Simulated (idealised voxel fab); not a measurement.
process module | voxel gate over fins
cross-section cut | 235 nm wide | cells 5 nm
A cross-section is a grid of square cells, given in bands from the top down. A band is one or more rows of cells.
Each band's line starts with the height of the band's top and of its bottom, in nm. Then come its materials from left to right, each with its width in nm. One material with "throughout" fills the band from edge to edge. "air" is empty space.
Height 0 is the level under which the wafer as received is all one material. The lowest band goes on downwards, as in "0 down".
A width such as "30 to 40" changes by the same amount from each row of cells to the next, from the band's top row to its bottom row.
"no change" after a step means that no cell of the cross-section changed.
closed voids: empty space of 8 cells or more with no open way to the top, each as width x height at its distance from the left edge, in nm
after a step's settings: what the simulator itself notes on the step
overlay nm, on a step with a mask: how far to the right of its planned place the mask lay; to the left if negative
plan
1 op RECEIVE | material Si
2 op CONFORMAL_DEP | material SiN | thk nm 10
3 op DIRECTIONAL_DEP | material aC | thk nm 10
4 op PATTERN | tone cover | mask id FINS | material resist | width nm 15 | pitch nm 50 | thk nm 25 | overlay nm 0
5 op DIRECTIONAL_ETCH | etch materials aC | depth nm 10
6 op STRIP | etch materials resist
7 op DIRECTIONAL_ETCH | etch materials SiN | depth nm 10
8 op DIRECTIONAL_ETCH | etch materials Si | depth nm 35
9 op STRIP | etch materials aC
10 op OXIDIZE | depth nm 5
11 op FILL_DEP | material SiO2 | thk nm 10
12 op CMP | height nm 10
13 op DIRECTIONAL_DEP | material aC | thk nm 10
14 op PATTERN | tone open | mask id RAIL | material resist | width nm 15 | thk nm 30 | overlay nm 0
15 op DIRECTIONAL_ETCH | etch materials aC | depth nm 10
16 op STRIP | etch materials resist
17 op DIRECTIONAL_ETCH | etch materials SiO2 | depth nm 30
18 op STRIP | etch materials aC
19 op CONFORMAL_DEP | material TiN | thk nm 5
20 op FILL_DEP | material Ru | thk nm 5
21 op CMP | height nm 10
22 op SELECTIVE_ETCH | etch materials W Ru TiN | depth nm 35
23 op FILL_DEP | material SiO2 | thk nm 5
24 op CMP | height nm 10
25 op SELECTIVE_ETCH | etch materials SiO2 | depth nm 25
26 op STRIP | etch materials SiN
27 op CONFORMAL_DEP | material HfO2 | thk nm 5
28 op CONFORMAL_DEP | material TiN | thk nm 5
29 op CONFORMAL_DEP | material TiAl | thk nm 5
30 op CONFORMAL_DEP | material TiN | thk nm 5
31 op FILL_DEP | material W | thk nm 10
32 op CMP | height nm 25
33 op CONFORMAL_DEP | material SiN | thk nm 10
varied across the wafers: depth nm of step 17. The plan shows the first wafer's value. All wafers start alike
first wafer as received, after step 1
  0 down: Si throughout
  closed voids: none
each wafer at the end: cells of each material gained (+) or lost (-) since it was received, then its closed voids
depth nm 30 | +71 HfO2 | -344 Si | +94 SiN | +215 SiO2 | +71 TiAl | +142 TiN | +80 W | closed voids: none
depth nm 35 | +71 HfO2 | -344 Si | +94 SiN | +215 SiO2 | +71 TiAl | +142 TiN | +80 W | closed voids: none
depth nm 40 | +71 HfO2 | -344 Si | +94 SiN | +212 SiO2 | +71 TiAl | +145 TiN | +80 W | closed voids: none
depth nm 45 | +71 HfO2 | +1 Ru | -344 Si | +94 SiN | +209 SiO2 | +71 TiAl | +147 TiN | +80 W | closed voids: none
depth nm 50 | +71 HfO2 | +2 Ru | -344 Si | +94 SiN | +206 SiO2 | +71 TiAl | +149 TiN | +80 W | closed voids: none
depth nm 55 | +71 HfO2 | +2 Ru | -344 Si | +94 SiN | +206 SiO2 | +71 TiAl | +149 TiN | +80 W | closed voids: none
